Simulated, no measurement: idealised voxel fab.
Process module in this document: voxel transistor to metal
The width of the displayed cross-section, cut, is 145 nm; its cells are square, with a size of 5 nm.
Cross-section = grid of square cells, listed top down in bands; band = one or more rows. Read a band's entry like this: the first values are the height of its top and the height of its bottom in nm, and what follows is the sequence of materials from left to right, each with its width in nm. Note that "empty" is empty space, and that a single material marked "all across" reaches across the band from edge to edge. Below 0: as-received wafer, all one material; heights counted from there. Lowest band: no bottom, goes on down, written "0 down". The expression "30->40" gives the width at the extremes of the band, the first number at its top row of cells and the second at its bottom row, with the width changing by equal amounts from each row to the next in between. Given "remained the same" for a step, no cell of the cross-section differs between before and after that step. Look at "Sealed void listing" for the closed voids: empty spaces with no open path to the top, sized 8 cells or up. Each is width x height at distance, distance from the left edge, all nm. Post-settings text on a step line: simulator's own remark regarding the step. On any step carrying a mask, the "overlay nm" setting, if present on the step's line, tells how far right of its planned place the mask lay; negative values point to the left.
-- The steps planned for the process are as follows
1. RECEIVE (material Si)
2. CONFORMAL_DEP (material SiO2; thk nm 5)
3. CONFORMAL_DEP (material SiN; thk nm 15)
4. DIRECTIONAL_DEP (material aC; thk nm 10)
5. PATTERN (tone cover; mask id ACTIVE; material resist; width nm 100; thk nm 25; overlay nm 0)
6. DIRECTIONAL_ETCH (etch materials aC; depth nm 10)
7. STRIP (etch materials resist)
8. DIRECTIONAL_ETCH (etch materials SiN; depth nm 15)
9. DIRECTIONAL_ETCH (etch materials SiO2; depth nm 5)
10. DIRECTIONAL_ETCH (etch materials Si; depth nm 20)
11. STRIP (etch materials aC)
12. FILL_DEP (material SiO2; thk nm 15)
13. CMP (height nm 20)
14. SELECTIVE_ETCH (etch materials SiO2; depth nm 15)
15. STRIP (etch materials SiN)
16. SELECTIVE_ETCH (etch materials SiO2; depth nm 5)
17. OXIDIZE (depth nm 5)
18. DIRECTIONAL_DEP (material polySi; thk nm 25)
19. DIRECTIONAL_DEP (material SiCN; thk nm 10)
20. MASKED_ETCH (tone cover; mask id GATE; width nm 20; etch materials SiCN; depth nm 20; overlay nm 0)
21. MASKED_ETCH (tone cover; mask id GATE; width nm 20; etch materials polySi; depth nm 35; overlay nm 0)
22. CONFORMAL_DEP (material SiO2; thk nm 5)
23. DIRECTIONAL_ETCH (etch materials SiO2; depth nm 5)
24. CONFORMAL_DEP (material SiN; thk nm 10)
25. DIRECTIONAL_ETCH (etch materials SiN; depth nm 10)
26. DIRECTIONAL_ETCH (etch materials SiO2; depth nm 5)
27. DIRECTIONAL_ETCH (etch materials Si; depth nm 5)
28. EPI (material pSi; thk nm 10)
29. FILL_DEP (material SiO2; thk nm 10)
30. CMP (height nm 35)
31. DIRECTIONAL_DEP (material SiO2; thk nm 15)
32. MASKED_ETCH (tone open; mask id CONTACT; width nm 20; pitch nm 70; etch materials SiO2; depth nm 50; overlay nm 0)
33. CONFORMAL_DEP (material TiN; thk nm 5)
34. FILL_DEP (material W; thk nm 10)
35. CMP (height nm 50)
36. CONFORMAL_DEP (material SiN; thk nm 5)
37. DIRECTIONAL_DEP (material lowk; thk nm 15)
38. MASKED_ETCH (tone open; mask id METAL_1; width nm 20; pitch nm 70; etch materials lowk; depth nm 15; overlay nm 0)
39. MASKED_ETCH (tone open; mask id METAL_1; width nm 20; pitch nm 70; etch materials SiN; depth nm 5; overlay nm 0)
40. CONFORMAL_DEP (material TiN; thk nm 5)
41. FILL_DEP (material Cu; thk nm 10)
42. CMP (height nm 70)
43. CONFORMAL_DEP (material SiCN; thk nm 5)
44. DIRECTIONAL_DEP (material lowk; thk nm 30)
45. DIRECTIONAL_DEP (material aC; thk nm 10)
46. PATTERN (tone open; mask id METAL_2; material resist; width nm 20; pitch nm 70; thk nm 30; overlay nm 0)
47. DIRECTIONAL_ETCH (etch materials aC; depth nm 10)
48. STRIP (etch materials resist)
49. DIRECTIONAL_ETCH (etch materials lowk; depth nm 15)
50. STRIP (etch materials aC)
51. DIRECTIONAL_DEP (material aC; thk nm 10)
52. PATTERN (tone open; mask id METAL_2_HOLES; material resist; width nm 15; pitch nm 70; thk nm 30; overlay nm 0)
53. DIRECTIONAL_ETCH (etch materials aC; depth nm 10)
54. STRIP (etch materials resist)
55. DIRECTIONAL_ETCH (etch materials lowk; depth nm 15)
56. DIRECTIONAL_ETCH (etch materials SiCN; depth nm 5)
57. STRIP (etch materials aC)
58. CONFORMAL_DEP (material TiN; thk nm 5)
59. FILL_DEP (material Ru; thk nm 10)
60. CMP (height nm 105)
61. CONFORMAL_DEP (material SiCN; thk nm 5)
-- Wafer as received: cross-section following step 1
  0 down | Si all across
  Sealed void listing: none
-- Figure: cross-sectional view of the wafer upon completion of the module, processed from the initial state and according to the plan depicted above, with one error introduced during execution
  110 to 105 | SiCN all across
  105 to 80 | lowk 25 nm | TiN 5 nm | Ru 10 nm | TiN 5 nm | lowk 50 nm | TiN 5 nm | Ru 10 nm | TiN 5 nm | lowk 30 nm
  80 to 75 | lowk 25 nm | TiN 5 nm | Ru 5 nm | TiN 10 nm | lowk 50 nm | TiN 5 nm | Ru 5 nm | TiN 10 nm | lowk 30 nm
  75 to 70 | SiCN 25 nm | TiN 15 nm | SiCN 55 nm | TiN 15 nm | SiCN 35 nm
  70 to 55 | lowk 25 nm | TiN 5 nm | Cu 10 nm | TiN 5 nm | lowk 50 nm | TiN 5 nm | Cu 10 nm | TiN 5 nm | lowk 30 nm
  55 to 50 | SiN 25 nm | TiN 20 nm | SiN 50 nm | TiN 20 nm | SiN 30 nm
  50 to 35 | SiO2 25 nm | TiN 5 nm | W 10 nm | TiN 5 nm | SiO2 50 nm | TiN 5 nm | W 10 nm | TiN 5 nm | SiO2 30 nm
  35 to 25 | SiO2 25 nm | TiN 5 nm | W 10 nm | TiN 5 nm | SiN 10 nm | SiO2 5 nm | SiCN 20 nm | SiO2 5 nm | SiN 10 nm | TiN 5 nm | W 10 nm | TiN 5 nm | SiO2 30 nm
  25 to 10 | SiO2 25 nm | TiN 5 nm | W 10 nm | TiN 5 nm | SiN 10 nm | SiO2 5 nm | polySi 20 nm | SiO2 5 nm | SiN 10 nm | TiN 5 nm | W 10 nm | TiN 5 nm | SiO2 30 nm
  10 to 5 | SiO2 25 nm | TiN 20 nm | SiN 10 nm | SiO2 5 nm | polySi 20 nm | SiO2 5 nm | SiN 10 nm | TiN 20 nm | SiO2 30 nm
  5 to 0 | SiO2 25 nm | TiN 10 nm | pSi 10 nm | SiN 10 nm | SiO2 5 nm | polySi 20 nm | SiO2 5 nm | SiN 10 nm | pSi 10 nm | TiN 10 nm | SiO2 30 nm
  0 to -5 | SiO2 15 nm | pSi 30 nm | SiO2 50 nm | pSi 30 nm | SiO2 20 nm
  -5 to -10 | SiO2 20 nm | pSi 25 nm | Si 50 nm | pSi 25 nm | SiO2 25 nm
  -10 to -20 | SiO2 20 nm | Si 100 nm | SiO2 25 nm
  -20 down | Si all across
  Sealed void listing: none
Heads up, the wafer didn't run the way we planned it: in the plan, step 49 was performed twice
